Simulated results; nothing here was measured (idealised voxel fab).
process module | voxel capacitor over wiring
Square cell edge 5 nm, section width 205 nm, ID cut.
Each cross-section below is a grid of square cells, stated as bands in top-down order, with one or more rows of cells making up each band. The entry gives the band's vertical extent as a top height and a bottom height in nm, then its horizontal make-up as materials from left to right, each with a width in nm. "air" stands for empty space; a single material marked "full width" fills the band edge to edge. Heights are reckoned from 0. Under this level, the received wafer is all of one material. The bottommost band is open-ended downward, for example "0 nm and below". Think of "30..40" as a width that walks from the first number to the second as you go down the band, top row to bottom row, taking equal-sized steps from row to row. Where the words "changes: none" appear for a step, the cross-section shows no cell changed by that step; every cell remained as before. Enclosed voids (no open way to top), threshold 8 cells or more, entry "Fully closed voids", notation width x height at distance, distance from left edge, nm. Where a step's line continues beyond its settings, the continuation is a remark by the simulator itself on that step. When a step includes a mask, the "overlay nm" setting on its line states how far to the right of its planned place that mask lay, and negative values state how far to the left.
# The steps planned for the process are as follows
1. RECEIVE with material Si
2. CONFORMAL_DEP with material SiO2, thk nm 10
3. CONFORMAL_DEP with material SiCN, thk nm 5
4. DIRECTIONAL_DEP with material SiO2, thk nm 25
5. MASKED_ETCH with tone open, mask id METAL_1, width nm 20, pitch nm 75, etch materials SiO2, depth nm 25, overlay nm 0
6. MASKED_ETCH with tone open, mask id METAL_1, width nm 20, pitch nm 75, etch materials SiCN, depth nm 5, overlay nm 0
7. CONFORMAL_DEP with material TiN, thk nm 5
8. FILL_DEP with material Cu, thk nm 5
9. CMP with height nm 40
10. CONFORMAL_DEP with material SiCN, thk nm 5
11. DIRECTIONAL_DEP with material lowk, thk nm 20
12. PATTERN with tone open, mask id PLUG_1, material resist, width nm 15, thk nm 20, overlay nm 0
13. DIRECTIONAL_ETCH with etch materials lowk, depth nm 20
14. DIRECTIONAL_ETCH with etch materials SiCN, depth nm 5
15. STRIP with etch materials resist
16. EPI with material Ru, thk nm 10
17. EPI with material Ru, thk nm 10
18. EPI with material Ru, thk nm 5
19. DIRECTIONAL_DEP with material TiN, thk nm 10
20. DIRECTIONAL_DEP with material SiN, thk nm 5
21. DIRECTIONAL_DEP with material TiN, thk nm 10
22. PATTERN with tone cover, mask id UPPER_PLATE, material resist, width nm 60, thk nm 15, overlay nm 0
23. DIRECTIONAL_ETCH with etch materials TiN, depth nm 10
24. DIRECTIONAL_ETCH with etch materials SiN, depth nm 5
25. STRIP with etch materials resist
26. DIRECTIONAL_DEP with material aC, thk nm 15
27. PATTERN with tone cover, mask id LOWER_PLATE, material resist, width nm 70, thk nm 30, overlay nm 0
28. DIRECTIONAL_ETCH with etch materials aC, depth nm 15
29. STRIP with etch materials resist
30. DIRECTIONAL_ETCH with etch materials TiN, depth nm 10
31. STRIP with etch materials aC
32. FILL_DEP with material SiO2, thk nm 15
33. CMP with height nm 100
34. PATTERN with tone open, mask id PLUG_2, material resist, width nm 15, thk nm 15, overlay nm 0
35. DIRECTIONAL_ETCH with etch materials SiO2, depth nm 10
36. STRIP with etch materials resist
37. CONFORMAL_DEP with material TiN, thk nm 5
38. FILL_DEP with material Ru, thk nm 5
39. CMP with height nm 100
40. CONFORMAL_DEP with material SiCN, thk nm 5
# Cross-section: wafer on arrival = after step 1
0 nm and below  Si full width
Fully closed voids: none
# First wafer of two, sectioned at end of module; run went per plan
105 nm to 100 nm  SiCN full width
100 nm to 95 nm  SiO2 (70), TiN (5), Ru (5), TiN (5), SiO2 (120)
95 nm to 90 nm  SiO2 (70), TiN (15), SiO2 (120)
90 nm to 80 nm  SiO2 (60), TiN (60), SiO2 (85)
80 nm to 75 nm  SiO2 (60), SiN (60), SiO2 (85)
75 nm to 65 nm  SiO2 (55), TiN (70), SiO2 (80)
65 nm to 45 nm  lowk (60), Ru (15), lowk (130)
45 nm to 40 nm  SiCN (60), Ru (15), SiCN (130)
40 nm to 15 nm  SiO2 (55), TiN (5), Cu (10), TiN (5), SiO2 (55), TiN (5), Cu (10), TiN (5), SiO2 (55)
15 nm to 10 nm  SiCN (55), TiN (20), SiCN (55), TiN (20), SiCN (55)
10 nm to 0 nm  SiO2 full width
0 nm and below  Si full width
Fully closed voids: none
# End of module, second wafer, cross-section. Started like the first, planned like the first, run with one mistake
105 nm to 100 nm  SiCN full width
100 nm to 95 nm  SiO2 (70), TiN (5), Ru (5), TiN (5), SiO2 (120)
95 nm to 90 nm  SiO2 (70), TiN (15), SiO2 (120)
90 nm to 85 nm  SiO2 full width
85 nm to 75 nm  SiO2 (60), TiN (60), SiO2 (85)
75 nm to 65 nm  SiO2 (55), TiN (70), SiO2 (80)
65 nm to 45 nm  lowk (60), Ru (15), lowk (130)
45 nm to 40 nm  SiCN (60), Ru (15), SiCN (130)
40 nm to 15 nm  SiO2 (55), TiN (5), Cu (10), TiN (5), SiO2 (55), TiN (5), Cu (10), TiN (5), SiO2 (55)
15 nm to 10 nm  SiCN (55), TiN (20), SiCN (55), TiN (20), SiCN (55)
10 nm to 0 nm  SiO2 full width
0 nm and below  Si full width
Fully closed voids: none
Heads up, the wafer didn't run the way we planned it: execution of step 20 of the plan did not take place, the step having been omitted
Bottom line after processing is that, in cells, the second wafer is up or down on some materials versus the first: SiN: 12 fewer | SiO2: 12 more
